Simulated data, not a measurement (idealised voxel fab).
process module | voxel wiring stack
cross-section cut | 230 nm wide | cells 5 nm
A cross-section is a grid of square cells, given in bands from the top down. A band is one or more rows of cells.
Each band's line starts with the height of the band's top and of its bottom, in nm. Then come its materials from left to right, each with its width in nm. One material with "throughout" fills the band from edge to edge. "air" is empty space.
Height 0 is the level under which the wafer as received is all one material. The lowest band goes on downwards, as in "0 down".
A width such as "30 to 40" changes by the same amount from each row of cells to the next, from the band's top row to its bottom row.
"no change" after a step means that no cell of the cross-section changed.
closed voids: empty space of 8 cells or more with no open way to the top, each as width x height at its distance from the left edge, in nm
after a step's settings: what the simulator itself notes on the step
overlay nm, on a step with a mask: how far to the right of its planned place the mask lay; to the left if negative
plan
1 op RECEIVE | material Si
2 op CONFORMAL_DEP | material SiO2 | thk nm 10
3 op DIRECTIONAL_DEP | material TiN | thk nm 5
4 op DIRECTIONAL_DEP | material W | thk nm 20
5 op DIRECTIONAL_DEP | material aC | thk nm 15
6 op PATTERN | tone cover | mask id METAL_1 | material resist | width nm 30 | pitch nm 50 | thk nm 35 | overlay nm 0
7 op DIRECTIONAL_ETCH | etch materials aC | depth nm 15
8 op STRIP | etch materials resist
9 op DIRECTIONAL_ETCH | etch materials W | depth nm 20
10 op DIRECTIONAL_ETCH | etch materials TiN | depth nm 5
11 op STRIP | etch materials aC
12 op FILL_DEP | material SiO2 | thk nm 5
13 op CMP | height nm 35
14 op CONFORMAL_DEP | material SiCN | thk nm 5
15 op DIRECTIONAL_DEP | material SiO2 | thk nm 25
16 op DIRECTIONAL_DEP | material aC | thk nm 15
17 op PATTERN | tone open | mask id METAL_2 | material resist | width nm 30 | pitch nm 50 | thk nm 35 | overlay nm 0
18 op DIRECTIONAL_ETCH | etch materials aC | depth nm 15
19 op STRIP | etch materials resist
20 op DIRECTIONAL_ETCH | etch materials SiO2 | depth nm 15
21 op STRIP | etch materials aC
22 op PATTERN | tone open | mask id METAL_2_HOLES | material resist | width nm 15 | pitch nm 50 | thk nm 20 | overlay nm 0
23 op DIRECTIONAL_ETCH | etch materials SiO2 | depth nm 10
24 op DIRECTIONAL_ETCH | etch materials SiCN | depth nm 5
25 op STRIP | etch materials resist
26 op CONFORMAL_DEP | material TiN | thk nm 5
27 op FILL_DEP | material Cu | thk nm 5
28 op CMP | height nm 65
29 op CONFORMAL_DEP | material SiCN | thk nm 5
30 op DIRECTIONAL_DEP | material SiO2 | thk nm 30
31 op DIRECTIONAL_DEP | material aC | thk nm 10
32 op PATTERN | tone open | mask id METAL_3_HOLES | material resist | width nm 15 | pitch nm 50 | thk nm 30 | overlay nm 0
33 op DIRECTIONAL_ETCH | etch materials aC | depth nm 10
34 op STRIP | etch materials resist
35 op DIRECTIONAL_ETCH | etch materials SiO2 | depth nm 30
36 op STRIP | etch materials aC
37 op DIRECTIONAL_DEP | material aC | thk nm 15
38 op PATTERN | tone open | mask id METAL_3 | material resist | width nm 30 | pitch nm 50 | thk nm 35 | overlay nm 0
39 op DIRECTIONAL_ETCH | etch materials aC | depth nm 15
40 op STRIP | etch materials resist
41 op DIRECTIONAL_ETCH | etch materials SiO2 | depth nm 20
42 op DIRECTIONAL_ETCH | etch materials SiCN | depth nm 5
43 op STRIP | etch materials aC
44 op CONFORMAL_DEP | material TiN | thk nm 5
45 op FILL_DEP | material Cu | thk nm 10
46 op CMP | height nm 100
47 op CONFORMAL_DEP | material SiN | thk nm 5
as received, after step 1
  0 down: Si throughout
  closed voids: none
first wafer at the end, as planned
  105 to 100: SiN throughout
  100 to 85: SiO2 75 | TiN 5 | Cu 20 | TiN 5 | SiO2 20 | TiN 5 | Cu 20 | TiN 5 | SiO2 75
  85 to 80: SiO2 75 | TiN 5 | Cu 5 | TiN 20 | SiO2 20 | TiN 5 | Cu 5 | TiN 20 | SiO2 75
  80 to 70: SiO2 75 | TiN 5 | Cu 5 | TiN 5 | SiO2 35 | TiN 5 | Cu 5 | TiN 5 | SiO2 90
  70 to 65: SiCN 75 | TiN 15 | SiCN 35 | TiN 15 | SiCN 90
  65 to 55: SiO2 75 | TiN 5 | Cu 20 | TiN 5 | SiO2 20 | TiN 5 | Cu 20 | TiN 5 | SiO2 75
  55 to 50: SiO2 75 | TiN 5 | Cu 5 | TiN 20 | SiO2 20 | TiN 5 | Cu 5 | TiN 20 | SiO2 75
  50 to 40: SiO2 75 | TiN 5 | Cu 5 | TiN 5 | SiO2 35 | TiN 5 | Cu 5 | TiN 5 | SiO2 90
  40 to 35: SiCN 75 | TiN 15 | SiCN 35 | TiN 15 | SiCN 90
  35 to 15: SiO2 75 | W 30 | SiO2 20 | W 30 | SiO2 75
  15 to 10: SiO2 75 | TiN 30 | SiO2 20 | TiN 30 | SiO2 75
  10 to 0: SiO2 throughout
  0 down: Si throughout
  closed voids: none
second wafer at the end: like start, like plan, one mistake
  105 to 100: SiN throughout
  100 to 85: SiO2 75 | TiN 5 | Cu 15 | TiN 5 | SiO2 25 | TiN 5 | Cu 15 | TiN 5 | SiO2 80
  85 to 75: SiO2 75 | TiN 5 | Cu 5 | TiN 15 to 5 | SiO2 25 to 35 | TiN 5 | Cu 5 | TiN 15 to 5 | SiO2 80 to 90
  75 to 70: SiO2 75 | TiN 15 | SiO2 35 | TiN 15 | SiO2 90
  70 to 65: SiCN 80 | TiN 10 | SiCN 40 | TiN 10 | SiCN 90
  65 to 55: SiO2 75 | TiN 5 | Cu 20 | TiN 5 | SiO2 20 | TiN 5 | Cu 20 | TiN 5 | SiO2 75
  55 to 50: SiO2 75 | TiN 5 | Cu 5 | TiN 20 | SiO2 20 | TiN 5 | Cu 5 | TiN 20 | SiO2 75
  50 to 40: SiO2 75 | TiN 5 | Cu 5 | TiN 5 | SiO2 35 | TiN 5 | Cu 5 | TiN 5 | SiO2 90
  40 to 35: SiCN 75 | TiN 15 | SiCN 35 | TiN 15 | SiCN 90
  35 to 15: SiO2 75 | W 30 | SiO2 20 | W 30 | SiO2 75
  15 to 10: SiO2 75 | TiN 30 | SiO2 20 | TiN 30 | SiO2 75
  10 to 0: SiO2 throughout
  0 down: Si throughout
  closed voids: none
what went wrong: step 38 ran as: op PATTERN | tone open | mask id METAL_3 | material resist | width nm 20 | pitch nm 50 | thk nm 35 | overlay nm 0
at the end the second wafer has, in cells: 8 fewer of Cu | 2 more of SiCN | 8 more of SiO2 | 2 fewer of TiN
